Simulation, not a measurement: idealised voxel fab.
process module | voxel self aligned vias
cross-section cut | 225 nm wide | cells 5 nm
A cross-section is a grid of square cells, given in bands from the top down. A band is one or more rows of cells.
Each band's line starts with the height of the band's top and of its bottom, in nm. Then come its materials from left to right, each with its width in nm. One material with "throughout" fills the band from edge to edge. "air" is empty space.
Height 0 is the level under which the wafer as received is all one material. The lowest band goes on downwards, as in "0 down".
A width such as "30 to 40" changes by the same amount from each row of cells to the next, from the band's top row to its bottom row.
"no change" after a step means that no cell of the cross-section changed.
closed voids: empty space of 8 cells or more with no open way to the top, each as width x height at its distance from the left edge, in nm
after a step's settings: what the simulator itself notes on the step
overlay nm, on a step with a mask: how far to the right of its planned place the mask lay; to the left if negative
plan
1 op RECEIVE | material Si
2 op CONFORMAL_DEP | material SiO2 | thk nm 10
3 op CONFORMAL_DEP | material SiCN | thk nm 5
4 op DIRECTIONAL_DEP | material lowk | thk nm 20
5 op PATTERN | tone open | mask id LINES | material resist | width nm 20 | pitch nm 60 | thk nm 15 | overlay nm 0
6 op DIRECTIONAL_ETCH | etch materials lowk | depth nm 20
7 op STRIP | etch materials resist
8 op CONFORMAL_DEP | material TiN | thk nm 5
9 op FILL_DEP | material W | thk nm 5
10 op CMP | height nm 35
11 op SELECTIVE_ETCH | etch materials W Ru TiN | depth nm 5
12 op FILL_DEP | material SiN | thk nm 10
13 op CMP | height nm 35
14 op DIRECTIONAL_DEP | material lowk | thk nm 15
15 op DIRECTIONAL_DEP | material aC | thk nm 15
16 op PATTERN | tone open | mask id VIAS | material resist | width nm 40 | pitch nm 60 | thk nm 30 | overlay nm 0
17 op DIRECTIONAL_ETCH | etch materials aC | depth nm 15
18 op STRIP | etch materials resist
19 op DIRECTIONAL_ETCH | etch materials lowk | depth nm 15
20 op DIRECTIONAL_ETCH | etch materials SiN | depth nm 5
21 op STRIP | etch materials aC
22 op CONFORMAL_DEP | material TiN | thk nm 5
23 op FILL_DEP | material Cu | thk nm 5
24 op CMP | height nm 50
25 op CONFORMAL_DEP | material SiN | thk nm 5
first wafer, as planned
as received, after step 1
  0 down: Si throughout
  closed voids: none
after step 2
  10 to 0: SiO2 throughout
  below 0: unchanged
after step 3
  15 to 10: SiCN throughout
  below 10: unchanged
after step 4
  35 to 15: lowk throughout
  below 15: unchanged
after step 5
  50 to 35: resist 70 | air 20 | resist 40 | air 20 | resist 75
  below 35: unchanged
after step 6
  50 to 35: resist 70 | air 20 | resist 40 | air 20 | resist 75
  35 to 15: lowk 70 | air 20 | lowk 40 | air 20 | lowk 75
  below 15: unchanged
after step 7
  35 to 15: lowk 70 | air 20 | lowk 40 | air 20 | lowk 75
  below 15: unchanged
after step 8
  40 to 35: TiN 75 | air 10 | TiN 50 | air 10 | TiN 80
  35 to 20: lowk 70 | TiN 5 | air 10 | TiN 5 | lowk 40 | TiN 5 | air 10 | TiN 5 | lowk 75
  20 to 15: lowk 70 | TiN 20 | lowk 40 | TiN 20 | lowk 75
  below 15: unchanged
after step 9
  45 to 40: W throughout
  40 to 35: TiN 75 | W 10 | TiN 50 | W 10 | TiN 80
  35 to 20: lowk 70 | TiN 5 | W 10 | TiN 5 | lowk 40 | TiN 5 | W 10 | TiN 5 | lowk 75
  below 20: unchanged
after step 10
  35 to 20: lowk 70 | TiN 5 | W 10 | TiN 5 | lowk 40 | TiN 5 | W 10 | TiN 5 | lowk 75
  below 20: unchanged
after step 11
  35 to 30: lowk 70 | air 20 | lowk 40 | air 20 | lowk 75
  below 30: unchanged
after step 12
  45 to 35: SiN throughout
  35 to 30: lowk 70 | SiN 20 | lowk 40 | SiN 20 | lowk 75
  below 30: unchanged
after step 13
  35 to 30: lowk 70 | SiN 20 | lowk 40 | SiN 20 | lowk 75
  below 30: unchanged
after step 14
  50 to 35: lowk throughout
  below 35: unchanged
after step 15
  65 to 50: aC throughout
  below 50: unchanged
after step 16
  95 to 65: resist 60 | air 40 | resist 20 | air 40 | resist 65
  below 65: unchanged
after step 17
  80 to 65: resist 60 | air 40 | resist 20 | air 40 | resist 65
  65 to 50: aC 60 | air 40 | aC 20 | air 40 | aC 65
  below 50: unchanged
after step 18
  65 to 50: aC 60 | air 40 | aC 20 | air 40 | aC 65
  below 50: unchanged
after step 19
  65 to 50: aC 60 | air 40 | aC 20 | air 40 | aC 65
  50 to 35: lowk 60 | air 40 | lowk 20 | air 40 | lowk 65
  below 35: unchanged
after step 20
  65 to 50: aC 60 | air 40 | aC 20 | air 40 | aC 65
  50 to 35: lowk 60 | air 40 | lowk 20 | air 40 | lowk 65
  35 to 30: lowk 70 | air 20 | lowk 40 | air 20 | lowk 75
  below 30: unchanged
after step 21
  50 to 35: lowk 60 | air 40 | lowk 20 | air 40 | lowk 65
  below 35: unchanged
after step 22
  55 to 50: TiN 65 | air 30 | TiN 30 | air 30 | TiN 70
  50 to 40: lowk 60 | TiN 5 | air 30 | TiN 5 | lowk 20 | TiN 5 | air 30 | TiN 5 | lowk 65
  40 to 35: lowk 60 | TiN 15 | air 10 | TiN 15 | lowk 20 | TiN 15 | air 10 | TiN 15 | lowk 65
  35 to 30: lowk 70 | TiN 20 | lowk 40 | TiN 20 | lowk 75
  below 30: unchanged
after step 23
  60 to 55: Cu throughout
  55 to 50: TiN 65 | Cu 30 | TiN 30 | Cu 30 | TiN 70
  50 to 40: lowk 60 | TiN 5 | Cu 30 | TiN 5 | lowk 20 | TiN 5 | Cu 30 | TiN 5 | lowk 65
  40 to 35: lowk 60 | TiN 15 | Cu 10 | TiN 15 | lowk 20 | TiN 15 | Cu 10 | TiN 15 | lowk 65
  below 35: unchanged
after step 24
  50 to 40: lowk 60 | TiN 5 | Cu 30 | TiN 5 | lowk 20 | TiN 5 | Cu 30 | TiN 5 | lowk 65
  below 40: unchanged
after step 25
  55 to 50: SiN throughout
  below 50: unchanged
second wafer: like start, like plan, one mistake. Through step 13 it matches the first wafer
when step 14 should have ended
  40 to 35: lowk throughout
  below 35: unchanged
when step 15 should have ended
  55 to 40: aC throughout
  below 40: unchanged
when step 16 should have ended
  85 to 55: resist 60 | air 40 | resist 20 | air 40 | resist 65
  below 55: unchanged
when step 17 should have ended
  70 to 55: resist 60 | air 40 | resist 20 | air 40 | resist 65
  55 to 40: aC 60 | air 40 | aC 20 | air 40 | aC 65
  below 40: unchanged
when step 18 should have ended
  55 to 40: aC 60 | air 40 | aC 20 | air 40 | aC 65
  below 40: unchanged
when step 19 should have ended
  55 to 40: aC 60 | air 40 | aC 20 | air 40 | aC 65
  40 to 35: lowk 60 | air 40 | lowk 20 | air 40 | lowk 65
  35 to 30: lowk 60 | air 10 | SiN 20 | air 10 | lowk 20 | air 10 | SiN 20 | air 10 | lowk 65
  30 to 25: lowk 60 | air 10 | TiN 5 | W 10 | TiN 5 | air 10 | lowk 20 | air 10 | TiN 5 | W 10 | TiN 5 | air 10 | lowk 65
  below 25: unchanged
when step 20 should have ended
  55 to 40: aC 60 | air 40 | aC 20 | air 40 | aC 65
  40 to 30: lowk 60 | air 40 | lowk 20 | air 40 | lowk 65
  below 30: unchanged
when step 21 should have ended
  40 to 30: lowk 60 | air 40 | lowk 20 | air 40 | lowk 65
  below 30: unchanged
when step 22 should have ended
  45 to 40: TiN 65 | air 30 | TiN 30 | air 30 | TiN 70
  40 to 35: lowk 60 | TiN 5 | air 30 | TiN 5 | lowk 20 | TiN 5 | air 30 | TiN 5 | lowk 65
  35 to 30: lowk 60 | TiN 40 | lowk 20 | TiN 40 | lowk 65
  30 to 20: lowk 60 to 70 | TiN 15 to 5 | W 10 | TiN 15 to 5 | lowk 20 to 40 | TiN 15 to 5 | W 10 | TiN 15 to 5 | lowk 65 to 75
  below 20: unchanged
when step 23 should have ended
  50 to 45: Cu throughout
  45 to 40: TiN 65 | Cu 30 | TiN 30 | Cu 30 | TiN 70
  40 to 35: lowk 60 | TiN 5 | Cu 30 | TiN 5 | lowk 20 | TiN 5 | Cu 30 | TiN 5 | lowk 65
  below 35: unchanged
when step 24 should have ended: no change
when step 25 should have ended
  55 to 50: SiN throughout
  below 50: unchanged
what went wrong: step 14 ran as: op DIRECTIONAL_DEP | material lowk | thk nm 5
at the end the second wafer has, in cells: 41 more of Cu | 33 more of TiN | 74 fewer of lowk
